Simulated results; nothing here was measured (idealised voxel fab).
process module | voxel gate over fins
cross-section cut | 290 nm wide | cells 5 nm
A cross-section is a grid of square cells, given in bands from the top down. A band is one or more rows of cells.
Each band's line starts with the height of the band's top and of its bottom, in nm. Then come its materials from left to right, each with its width in nm. One material with "throughout" fills the band from edge to edge. "air" is empty space.
Height 0 is the level under which the wafer as received is all one material. The lowest band goes on downwards, as in "0 down".
A width such as "30 to 40" changes by the same amount from each row of cells to the next, from the band's top row to its bottom row.
"no change" after a step means that no cell of the cross-section changed.
closed voids: empty space of 8 cells or more with no open way to the top, each as width x height at its distance from the left edge, in nm
after a step's settings: what the simulator itself notes on the step
overlay nm, on a step with a mask: how far to the right of its planned place the mask lay; to the left if negative
plan
1 op RECEIVE | material Si
2 op CONFORMAL_DEP | material SiN | thk nm 5
3 op DIRECTIONAL_DEP | material aC | thk nm 10
4 op PATTERN | tone cover | mask id FINS | material resist | width nm 15 | pitch nm 55 | thk nm 30 | overlay nm 0
5 op DIRECTIONAL_ETCH | etch materials aC | depth nm 10
6 op STRIP | etch materials resist
7 op DIRECTIONAL_ETCH | etch materials SiN | depth nm 5
8 op DIRECTIONAL_ETCH | etch materials Si | depth nm 35
9 op STRIP | etch materials aC
10 op FILL_DEP | material SiO2 | thk nm 15
11 op CMP | height nm 5
12 op DIRECTIONAL_DEP | material aC | thk nm 15
13 op PATTERN | tone open | mask id RAIL | material resist | width nm 15 | thk nm 35 | overlay nm 0
14 op DIRECTIONAL_ETCH | etch materials aC | depth nm 15
15 op STRIP | etch materials resist
16 op DIRECTIONAL_ETCH | etch materials SiO2 | depth nm 35
17 op STRIP | etch materials aC
18 op CONFORMAL_DEP | material TiN | thk nm 5
19 op FILL_DEP | material Ru | thk nm 5
20 op CMP | height nm 5
21 op SELECTIVE_ETCH | etch materials W Ru TiN | depth nm 20
22 op FILL_DEP | material SiO2 | thk nm 5
23 op CMP | height nm 5
24 op SELECTIVE_ETCH | etch materials SiO2 | depth nm 15
25 op STRIP | etch materials SiN
26 op CONFORMAL_DEP | material HfO2 | thk nm 5
27 op CONFORMAL_DEP | material TiN | thk nm 5
28 op CONFORMAL_DEP | material TiAl | thk nm 5
29 op CONFORMAL_DEP | material TiN | thk nm 5
30 op FILL_DEP | material W | thk nm 15
31 op CMP | height nm 30
32 op CONFORMAL_DEP | material SiCN | thk nm 10
first wafer, as planned
as received, after step 1
  0 down: Si throughout
  closed voids: none
after step 2
  5 to 0: SiN throughout
  below 0: unchanged
after step 3
  15 to 5: aC throughout
  below 5: unchanged
after step 4
  45 to 15: air 110 | resist 15 | air 40 | resist 15 | air 110
  below 15: unchanged
after step 5
  35 to 15: air 110 | resist 15 | air 40 | resist 15 | air 110
  15 to 5: air 110 | aC 15 | air 40 | aC 15 | air 110
  below 5: unchanged
after step 6
  15 to 5: air 110 | aC 15 | air 40 | aC 15 | air 110
  below 5: unchanged
after step 7
  15 to 5: air 110 | aC 15 | air 40 | aC 15 | air 110
  5 to 0: air 110 | SiN 15 | air 40 | SiN 15 | air 110
  below 0: unchanged
after step 8
  15 to 5: air 110 | aC 15 | air 40 | aC 15 | air 110
  5 to 0: air 110 | SiN 15 | air 40 | SiN 15 | air 110
  0 to -35: air 110 | Si 15 | air 40 | Si 15 | air 110
  below -35: unchanged
after step 9
  5 to 0: air 110 | SiN 15 | air 40 | SiN 15 | air 110
  below 0: unchanged
after step 10
  20 to 5: SiO2 throughout
  5 to 0: SiO2 110 | SiN 15 | SiO2 40 | SiN 15 | SiO2 110
  0 to -35: SiO2 110 | Si 15 | SiO2 40 | Si 15 | SiO2 110
  below -35: unchanged
after step 11
  5 to 0: SiO2 110 | SiN 15 | SiO2 40 | SiN 15 | SiO2 110
  below 0: unchanged
after step 12
  20 to 5: aC throughout
  below 5: unchanged
after step 13
  55 to 20: resist 135 | air 15 | resist 140
  below 20: unchanged
after step 14
  40 to 20: resist 135 | air 15 | resist 140
  20 to 5: aC 135 | air 15 | aC 140
  below 5: unchanged
after step 15
  20 to 5: aC 135 | air 15 | aC 140
  below 5: unchanged
after step 16
  20 to 5: aC 135 | air 15 | aC 140
  5 to 0: SiO2 110 | SiN 15 | SiO2 10 | air 15 | SiO2 15 | SiN 15 | SiO2 110
  0 to -30: SiO2 110 | Si 15 | SiO2 10 | air 15 | SiO2 15 | Si 15 | SiO2 110
  below -30: unchanged
after step 17
  5 to 0: SiO2 110 | SiN 15 | SiO2 10 | air 15 | SiO2 15 | SiN 15 | SiO2 110
  below 0: unchanged
after step 18
  10 to 5: TiN 140 | air 5 | TiN 145
  5 to 0: SiO2 110 | SiN 15 | SiO2 10 | TiN 5 | air 5 | TiN 5 | SiO2 15 | SiN 15 | SiO2 110
  0 to -25: SiO2 110 | Si 15 | SiO2 10 | TiN 5 | air 5 | TiN 5 | SiO2 15 | Si 15 | SiO2 110
  -25 to -30: SiO2 110 | Si 15 | SiO2 10 | TiN 15 | SiO2 15 | Si 15 | SiO2 110
  below -30: unchanged
after step 19
  15 to 10: Ru throughout
  10 to 5: TiN 140 | Ru 5 | TiN 145
  5 to 0: SiO2 110 | SiN 15 | SiO2 10 | TiN 5 | Ru 5 | TiN 5 | SiO2 15 | SiN 15 | SiO2 110
  0 to -25: SiO2 110 | Si 15 | SiO2 10 | TiN 5 | Ru 5 | TiN 5 | SiO2 15 | Si 15 | SiO2 110
  below -25: unchanged
after step 20
  5 to 0: SiO2 110 | SiN 15 | SiO2 10 | TiN 5 | Ru 5 | TiN 5 | SiO2 15 | SiN 15 | SiO2 110
  below 0: unchanged
after step 21
  5 to 0: SiO2 110 | SiN 15 | SiO2 10 | air 15 | SiO2 15 | SiN 15 | SiO2 110
  0 to -15: SiO2 110 | Si 15 | SiO2 10 | air 15 | SiO2 15 | Si 15 | SiO2 110
  below -15: unchanged
after step 22
  10 to 5: SiO2 throughout
  5 to 0: SiO2 110 | SiN 15 | SiO2 40 | SiN 15 | SiO2 110
  0 to -15: SiO2 110 | Si 15 | SiO2 40 | Si 15 | SiO2 110
  below -15: unchanged
after step 23
  5 to 0: SiO2 110 | SiN 15 | SiO2 40 | SiN 15 | SiO2 110
  below 0: unchanged
after step 24
  5 to 0: air 110 | SiN 15 | air 40 | SiN 15 | air 110
  0 to -10: air 110 | Si 15 | air 40 | Si 15 | air 110
  below -10: unchanged
after step 25
  0 to -10: air 110 | Si 15 | air 40 | Si 15 | air 110
  below -10: unchanged
after step 26
  5 to 0: air 105 | HfO2 25 | air 30 | HfO2 25 | air 105
  0 to -5: air 105 | HfO2 5 | Si 15 | HfO2 5 | air 30 | HfO2 5 | Si 15 | HfO2 5 | air 105
  -5 to -10: HfO2 110 | Si 15 | HfO2 40 | Si 15 | HfO2 110
  below -10: unchanged
after step 27
  10 to 5: air 100 | TiN 35 | air 20 | TiN 35 | air 100
  5 to 0: air 100 | TiN 5 | HfO2 25 | TiN 5 | air 20 | TiN 5 | HfO2 25 | TiN 5 | air 100
  0 to -5: TiN 105 | HfO2 5 | Si 15 | HfO2 5 | TiN 30 | HfO2 5 | Si 15 | HfO2 5 | TiN 105
  below -5: unchanged
after step 28
  15 to 10: air 95 | TiAl 45 | air 10 | TiAl 45 | air 95
  10 to 5: air 95 | TiAl 5 | TiN 35 | TiAl 5 | air 10 | TiAl 5 | TiN 35 | TiAl 5 | air 95
  5 to 0: TiAl 100 | TiN 5 | HfO2 25 | TiN 5 | TiAl 20 | TiN 5 | HfO2 25 | TiN 5 | TiAl 100
  below 0: unchanged
after step 29
  20 to 15: air 90 | TiN 110 | air 90
  15 to 10: air 90 | TiN 5 | TiAl 45 | TiN 10 | TiAl 45 | TiN 5 | air 90
  10 to 5: TiN 95 | TiAl 5 | TiN 35 | TiAl 5 | TiN 10 | TiAl 5 | TiN 35 | TiAl 5 | TiN 95
  below 5: unchanged
after step 30
  35 to 20: W throughout
  20 to 15: W 90 | TiN 110 | W 90
  15 to 10: W 90 | TiN 5 | TiAl 45 | TiN 10 | TiAl 45 | TiN 5 | W 90
  below 10: unchanged
after step 31
  30 to 20: W throughout
  below 20: unchanged
after step 32
  40 to 30: SiCN throughout
  below 30: unchanged
second wafer: like start, like plan, one mistake. Through step 9 it matches the first wafer
when step 10 should have ended
  20 to 5: W throughout
  5 to 0: W 110 | SiN 15 | W 40 | SiN 15 | W 110
  0 to -35: W 110 | Si 15 | W 40 | Si 15 | W 110
  below -35: unchanged
when step 11 should have ended
  5 to 0: W 110 | SiN 15 | W 40 | SiN 15 | W 110
  below 0: unchanged
when step 12 should have ended
  20 to 5: aC throughout
  below 5: unchanged
when step 13 should have ended
  55 to 20: resist 135 | air 15 | resist 140
  below 20: unchanged
when step 14 should have ended
  40 to 20: resist 135 | air 15 | resist 140
  20 to 5: aC 135 | air 15 | aC 140
  below 5: unchanged
when step 15 should have ended
  20 to 5: aC 135 | air 15 | aC 140
  below 5: unchanged
when step 16 should have ended: no change
when step 17 should have ended
  5 to 0: W 110 | SiN 15 | W 40 | SiN 15 | W 110
  below 0: unchanged
when step 18 should have ended
  10 to 5: TiN throughout
  below 5: unchanged
when step 19 should have ended
  15 to 10: Ru throughout
  below 10: unchanged
when step 20 should have ended
  5 to 0: W 110 | SiN 15 | W 40 | SiN 15 | W 110
  below 0: unchanged
when step 21 should have ended
  5 to 0: air 110 | SiN 15 | air 40 | SiN 15 | air 110
  0 to -15: air 110 | Si 15 | air 40 | Si 15 | air 110
  below -15: unchanged
when step 22 should have ended
  10 to 5: SiO2 throughout
  5 to 0: SiO2 110 | SiN 15 | SiO2 40 | SiN 15 | SiO2 110
  0 to -15: SiO2 110 | Si 15 | SiO2 40 | Si 15 | SiO2 110
  below -15: unchanged
when step 23 should have ended
  5 to 0: SiO2 110 | SiN 15 | SiO2 40 | SiN 15 | SiO2 110
  below 0: unchanged
when step 24 should have ended
  5 to 0: air 110 | SiN 15 | air 40 | SiN 15 | air 110
  0 to -10: air 110 | Si 15 | air 40 | Si 15 | air 110
  below -10: unchanged
when step 25 should have ended
  0 to -10: air 110 | Si 15 | air 40 | Si 15 | air 110
  below -10: unchanged
when step 26 should have ended
  5 to 0: air 105 | HfO2 25 | air 30 | HfO2 25 | air 105
  0 to -5: air 105 | HfO2 5 | Si 15 | HfO2 5 | air 30 | HfO2 5 | Si 15 | HfO2 5 | air 105
  -5 to -10: HfO2 110 | Si 15 | HfO2 40 | Si 15 | HfO2 110
  below -10: unchanged
when step 27 should have ended
  10 to 5: air 100 | TiN 35 | air 20 | TiN 35 | air 100
  5 to 0: air 100 | TiN 5 | HfO2 25 | TiN 5 | air 20 | TiN 5 | HfO2 25 | TiN 5 | air 100
  0 to -5: TiN 105 | HfO2 5 | Si 15 | HfO2 5 | TiN 30 | HfO2 5 | Si 15 | HfO2 5 | TiN 105
  below -5: unchanged
when step 28 should have ended
  15 to 10: air 95 | TiAl 45 | air 10 | TiAl 45 | air 95
  10 to 5: air 95 | TiAl 5 | TiN 35 | TiAl 5 | air 10 | TiAl 5 | TiN 35 | TiAl 5 | air 95
  5 to 0: TiAl 100 | TiN 5 | HfO2 25 | TiN 5 | TiAl 20 | TiN 5 | HfO2 25 | TiN 5 | TiAl 100
  below 0: unchanged
when step 29 should have ended
  20 to 15: air 90 | TiN 110 | air 90
  15 to 10: air 90 | TiN 5 | TiAl 45 | TiN 10 | TiAl 45 | TiN 5 | air 90
  10 to 5: TiN 95 | TiAl 5 | TiN 35 | TiAl 5 | TiN 10 | TiAl 5 | TiN 35 | TiAl 5 | TiN 95
  below 5: unchanged
when step 30 should have ended
  35 to 20: W throughout
  20 to 15: W 90 | TiN 110 | W 90
  15 to 10: W 90 | TiN 5 | TiAl 45 | TiN 10 | TiAl 45 | TiN 5 | W 90
  below 10: unchanged
when step 31 should have ended
  30 to 20: W throughout
  below 20: unchanged
when step 32 should have ended
  40 to 30: SiCN throughout
  below 30: unchanged
what went wrong: step 10 ran as: op FILL_DEP | material W | thk nm 15
at the end the second wafer has, in cells: 2 fewer of Ru | 199 fewer of SiO2 | 7 fewer of TiN | 208 more of W
